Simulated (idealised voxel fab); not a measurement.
This is a process module. Its name is voxel transistor to metal.
We display cut, a cross-section 290 nm in width whose square cells are each 5 nm.
We lay out every cross-section as a grid of square cells and spell it out in bands from the top down, where one band means one or more rows of cells. Heads up on the band format: heights come first, top then bottom, in nm. After that it's the materials left to right, each with its width in nm. A single material flagged "full width" fills the whole band edge to edge, and "empty" means there's empty space there. All heights in this document are referenced to 0, defined as the level beneath which the wafer, as received, consists entirely of one material. The lowest band is not bounded below; it extends indefinitely downward and is written in the form "0 -> down". So if you see something like "30..40" for the width, read it as the top row of the band sitting at the first number and the bottom row at the second, with every row in between moving by the same amount as the last. It should be understood that the words "same as before", when stated for a given step, signify that the cross-section underwent no change in any of its cells during that step. The label "Sealed internal cavities" introduces a list of the empty spaces, 8 cells or larger, that have no open way up to the top; each entry in it reads width x height at distance, where the distance is taken from the left edge and all three are stated in nm. Post-settings text on a step line: simulator's own remark regarding the step. overlay nm: on a step with a mask, how far right of its planned place the mask lay; negative means left.

This section lists the process steps that were planned
1: RECEIVE [material Si]
2: OXIDIZE [depth nm 5]
3: CONFORMAL_DEP [material SiN] [thk nm 15]
4: DIRECTIONAL_DEP [material aC] [thk nm 15]
5: PATTERN [tone cover] [mask id ACTIVE] [material resist] [width nm 105] [pitch nm 125] [thk nm 30] [overlay nm 0]
6: DIRECTIONAL_ETCH [etch materials aC] [depth nm 15]
7: STRIP [etch materials resist]
8: DIRECTIONAL_ETCH [etch materials SiN] [depth nm 15]
9: DIRECTIONAL_ETCH [etch materials SiO2] [depth nm 5]
10: DIRECTIONAL_ETCH [etch materials Si] [depth nm 25]
11: STRIP [etch materials aC]
12: OXIDIZE [depth nm 5]
13: FILL_DEP [material SiO2] [thk nm 10]
14: CMP [height nm 15]
15: SELECTIVE_ETCH [etch materials SiO2] [depth nm 15]
16: STRIP [etch materials SiN]
17: SELECTIVE_ETCH [etch materials SiO2] [depth nm 5]
18: OXIDIZE [depth nm 5]
19: DIRECTIONAL_DEP [material polySi] [thk nm 20]
20: DIRECTIONAL_DEP [material SiCN] [thk nm 10]
21: MASKED_ETCH [tone cover] [mask id GATE] [width nm 25] [pitch nm 125] [etch materials SiCN] [depth nm 20] [overlay nm 0]
22: MASKED_ETCH [tone cover] [mask id GATE] [width nm 25] [pitch nm 125] [etch materials polySi] [depth nm 30] [overlay nm 0]
23: CONFORMAL_DEP [material SiO2] [thk nm 5]
24: DIRECTIONAL_ETCH [etch materials SiO2] [depth nm 5]
25: CONFORMAL_DEP [material SiN] [thk nm 10]
26: DIRECTIONAL_ETCH [etch materials SiN] [depth nm 10]
27: DIRECTIONAL_ETCH [etch materials SiO2] [depth nm 5]
28: DIRECTIONAL_ETCH [etch materials Si] [depth nm 15]
29: EPI [material nSi] [thk nm 20]
30: FILL_DEP [material SiO2] [thk nm 10]
31: CMP [height nm 25]
32: DIRECTIONAL_DEP [material SiO2] [thk nm 15]
33: MASKED_ETCH [tone open] [mask id CONTACT] [width nm 20] [etch materials SiO2] [depth nm 30] [overlay nm 0]
34: CONFORMAL_DEP [material TiN] [thk nm 5]
35: FILL_DEP [material Ru] [thk nm 5]
36: CMP [height nm 40]
37: CONFORMAL_DEP [material SiCN] [thk nm 5]
38: DIRECTIONAL_DEP [material SiO2] [thk nm 15]
39: DIRECTIONAL_DEP [material aC] [thk nm 10]
40: PATTERN [tone open] [mask id METAL_1] [material resist] [width nm 20] [thk nm 30] [overlay nm 0]
41: DIRECTIONAL_ETCH [etch materials aC] [depth nm 10]
42: STRIP [etch materials resist]
43: DIRECTIONAL_ETCH [etch materials SiO2] [depth nm 25]
44: DIRECTIONAL_ETCH [etch materials SiCN] [depth nm 5]
45: STRIP [etch materials aC]
46: CONFORMAL_DEP [material TiN] [thk nm 5]
47: FILL_DEP [material Cu] [thk nm 10]
48: CMP [height nm 70]
49: CONFORMAL_DEP [material SiCN] [thk nm 5]
50: DIRECTIONAL_DEP [material SiO2] [thk nm 25]
51: PATTERN [tone open] [mask id METAL_2] [material resist] [width nm 20] [pitch nm 125] [thk nm 20] [overlay nm 0]
52: DIRECTIONAL_ETCH [etch materials SiO2] [depth nm 15]
53: STRIP [etch materials resist]
54: DIRECTIONAL_DEP [material aC] [thk nm 15]
55: PATTERN [tone open] [mask id METAL_2_HOLES] [material resist] [width nm 15] [pitch nm 125] [thk nm 30] [overlay nm 0]
56: DIRECTIONAL_ETCH [etch materials aC] [depth nm 15]
57: STRIP [etch materials resist]
58: DIRECTIONAL_ETCH [etch materials SiO2] [depth nm 10]
59: DIRECTIONAL_ETCH [etch materials SiCN] [depth nm 5]
60: STRIP [etch materials aC]
61: CONFORMAL_DEP [material TiN] [thk nm 5]
62: FILL_DEP [material Ru] [thk nm 10]
63: CMP [height nm 100]
64: CONFORMAL_DEP [material SiCN] [thk nm 5]
For clarity, it should be stated that the wafers under discussion commence in an identical condition and differ with respect to the thk nm of step 38, the plan indicating the value that the first wafer had.

Received wafers, first of several: cross-section after step 1
    0 -> down | Si full width
    Sealed internal cavities: none

Take any row and you have a wafer at the end of the module: how many cells of each material it has gained (+) or lost (-) since it was received, and then its closed voids
thk nm 15 | +90 Cu | +54 Ru | -264 Si | +172 SiCN | +48 SiN | +788 SiO2 | +174 TiN | +116 nSi | +40 polySi | Sealed internal cavities: none
thk nm 20 | +40 Cu | +54 Ru | -264 Si | +172 SiCN | +48 SiN | +830 SiO2 | +182 TiN | +116 nSi | +40 polySi | Sealed internal cavities: none
thk nm 25 | +40 Cu | +54 Ru | -264 Si | +172 SiCN | +48 SiN | +872 SiO2 | +140 TiN | +116 nSi | +40 polySi | Sealed internal cavities: none
thk nm 30 | +24 Cu | +54 Ru | -264 Si | +188 SiCN | +48 SiN | +888 SiO2 | +124 TiN | +116 nSi | +40 polySi | Sealed internal cavities: none
thk nm 35 | +16 Cu | +54 Ru | -264 Si | +188 SiCN | +48 SiN | +904 SiO2 | +116 TiN | +116 nSi | +40 polySi | Sealed internal cavities: none
thk nm 40 | +8 Cu | +54 Ru | -264 Si | +188 SiCN | +48 SiN | +920 SiO2 | +108 TiN | +116 nSi | +40 polySi | Sealed internal cavities: none
